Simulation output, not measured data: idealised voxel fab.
A process module follows: voxel gate over fins.
Pictured: cross-section cut, 200 nm wide, on a grid of 5 nm square cells.
A cross-section is a grid of square cells, given in bands from the top down. A band is one or more rows of cells. What a band's entry tells you: where the top is and where the bottom is, as heights in nm, and after that what lies inside, material by material from left to right, each with its width in nm. Empty space is written as the word "blank", and a single material marked with the word "full width" occupies the band from edge to edge. Heights are reckoned from 0. Under this level, the received wafer is all of one material. The bottommost band is open-ended downward, for example "0 and below". Width: "30..40" (first number = top row, second number = bottom row, same change from row to row of cells). A step reported as "no modification" is a step in which no cell of the cross-section changed. Under "closed voids" you'll find the enclosed gaps, the ones with no way out to the top, that are 8 cells or bigger; each reads width x height at distance, with distance counted from the left edge, everything in nm. That trailing text on a step's line, after the settings, is the simulator's own remark on the step. Regarding "overlay nm": on a step with a mask, it is the distance the mask lay to the right of its planned place; a negative value places it to the left.
[The planned process steps are enumerated hereunder]
| 1 | RECEIVE [material Si] |
| 2 | CONFORMAL_DEP [material SiN] [thk nm 5] |
| 3 | PATTERN [tone cover] [mask id FINS] [material resist] [width nm 15] [pitch nm 50] [thk nm 15] [overlay nm 0] |
| 4 | DIRECTIONAL_ETCH [etch materials SiN] [depth nm 5] |
| 5 | DIRECTIONAL_ETCH [etch materials Si] [depth nm 30] |
| 6 | STRIP [etch materials resist] |
| 7 | FILL_DEP [material SiO2] [thk nm 15] |
| 8 | CMP [height nm 5] |
| 9 | MASKED_ETCH [tone open] [mask id RAIL] [width nm 15] [etch materials SiO2] [depth nm 30] [overlay nm 0] |
| 10 | CONFORMAL_DEP [material TiN] [thk nm 5] |
| 11 | FILL_DEP [material W] [thk nm 5] |
| 12 | CMP [height nm 5] |
| 13 | SELECTIVE_ETCH [etch materials W Ru TiN] [depth nm 25] |
| 14 | FILL_DEP [material SiO2] [thk nm 5] |
| 15 | CMP [height nm 5] |
| 16 | SELECTIVE_ETCH [etch materials SiO2] [depth nm 15] |
| 17 | STRIP [etch materials SiN] |
| 18 | CONFORMAL_DEP [material HfO2] [thk nm 5] |
| 19 | CONFORMAL_DEP [material TiN] [thk nm 5] |
| 20 | FILL_DEP [material W] [thk nm 15] |
| 21 | CMP [height nm 20] |
| 22 | CONFORMAL_DEP [material SiN] [thk nm 5] |
[As-received state of the wafer in cross-section, equivalent to post-step 1]
> 0 and below  Si full width
> closed voids: none
[The following cross-section depicts the wafer upon conclusion of the module. Processing commenced from the starting condition illustrated above and adhered to the plan illustrated above, save for one mistake in execution]
> 25 down to 20  SiN full width
> 20 down to 10  W full width
> 10 down to 5  W 5 nm; TiN 35 nm; W 15 nm; TiN 35 nm; W 15 nm; TiN 35 nm; W 15 nm; TiN 35 nm; W 10 nm
> 5 down to 0  W 5 nm; TiN 5 nm; HfO2 25 nm; TiN 5 nm; W 15 nm; TiN 5 nm; HfO2 25 nm; TiN 5 nm; W 15 nm; TiN 5 nm; HfO2 25 nm; TiN 5 nm; W 15 nm; TiN 5 nm; HfO2 25 nm; TiN 5 nm; W 10 nm
> 0 down to -5  TiN 10 nm; HfO2 5 nm; Si 15 nm; HfO2 5 nm; TiN 25 nm; HfO2 5 nm; Si 15 nm; HfO2 5 nm; TiN 25 nm; HfO2 5 nm; Si 15 nm; HfO2 5 nm; TiN 25 nm; HfO2 5 nm; Si 15 nm; HfO2 5 nm; TiN 15 nm
> -5 down to -10  HfO2 15 nm; Si 15 nm; HfO2 35 nm; Si 15 nm; HfO2 35 nm; Si 15 nm; HfO2 35 nm; Si 15 nm; HfO2 20 nm
> -10 down to -20  SiO2 15 nm; Si 15 nm; SiO2 35 nm; Si 15 nm; SiO2 35 nm; Si 15 nm; SiO2 35 nm; Si 15 nm; SiO2 20 nm
> -20 down to -25  SiO2 15 nm; Si 15 nm; SiO2 10 nm; TiN 15 nm; SiO2 10 nm; Si 15 nm; SiO2 35 nm; Si 15 nm; SiO2 35 nm; Si 15 nm; SiO2 20 nm
> -25 down to -60  SiO2 15 nm; Si 15 nm; SiO2 35 nm; Si 15 nm; SiO2 35 nm; Si 15 nm; SiO2 35 nm; Si 15 nm; SiO2 20 nm
> -60 and below  Si full width
> closed voids: none
Want to know what went wrong? plan step 5 was conducted twice
